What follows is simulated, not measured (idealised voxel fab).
Process module heading - voxel quadruple lines
cross-section cut | 265 nm wide | cells 5 nm
Heads up, the way a cross-section reads in here is a grid of square cells, handed over as bands from the top down, with every band being one or more rows of cells.
The band entry comprises the height of the band's top followed by the height of its bottom, expressed in nm, and subsequently the band's materials from left to right, each stated together with its width in nm. Where a single material is marked with the word "all across", that material fills the band from edge to edge. The word "air" represents empty space.
Counting heights begins at 0, where everything beneath is, in the wafer as received, one material. The lowest band has no bottom; it goes on downwards, as "z 0 and below" shows.
Width: "30->40" (first number = top row, second number = bottom row, same change from row to row of cells).
"nothing altered" (step): cross-section cells unchanged, all of them.
Look at "Closed void listing" for the closed voids: empty spaces with no open path to the top, sized 8 cells or up. Each is width x height at distance, distance from the left edge, all nm.
Read whatever lies past the settings on a step's line as the simulator's own remark about the step.
Steps that use a mask can have "overlay nm" on their line. It says how far the mask sat to the right of where it was meant to be. Negative means to the left.

# These are the steps we planned for the process
| 1 | RECEIVE | material Si |
| 2 | CONFORMAL_DEP | material Al2O3 | thk nm 5 |
| 3 | DIRECTIONAL_DEP | material Ru | thk nm 15 |
| 4 | DIRECTIONAL_DEP | material polySi | thk nm 20 |
| 5 | DIRECTIONAL_DEP | material aC | thk nm 20 |
| 6 | PATTERN | tone cover | mask id MANDREL | material resist | width nm 20 | thk nm 25 | overlay nm 0 |
| 7 | DIRECTIONAL_ETCH | etch materials aC | depth nm 20 |
| 8 | STRIP | etch materials resist |
| 9 | CONFORMAL_DEP | material SiO2 | thk nm 10 |
| 10 | DIRECTIONAL_ETCH | etch materials SiO2 | depth nm 10 |
| 11 | STRIP | etch materials aC |
| 12 | DIRECTIONAL_ETCH | etch materials polySi | depth nm 20 |
| 13 | STRIP | etch materials SiO2 |
| 14 | CONFORMAL_DEP | material SiN | thk nm 5 |
| 15 | DIRECTIONAL_ETCH | etch materials SiN | depth nm 5 |
| 16 | STRIP | etch materials polySi |
| 17 | DIRECTIONAL_ETCH | etch materials Ru | depth nm 15 |
| 18 | STRIP | etch materials SiN |

# Shown in cross-section is the wafer as received, that is, as it stands after step 1
> z 0 and below = Si all across
> Closed void listing: none

# Post-module cross-section: identical start and plan to those above, one misstep in execution
> z 20 to 5 = air=100, then Ru=5, then air=10, then Ru=5, then air=10, then Ru=5, then air=10, then Ru=5, then air=115
> z 5 to 0 = Al2O3 all across
> z 0 and below = Si all across
> Closed void listing: none
Misprocessing identified: rather than as planned, step 6 actually ran as PATTERN | tone cover | mask id MANDREL | material resist | width nm 20 | thk nm 25 | overlay nm -5
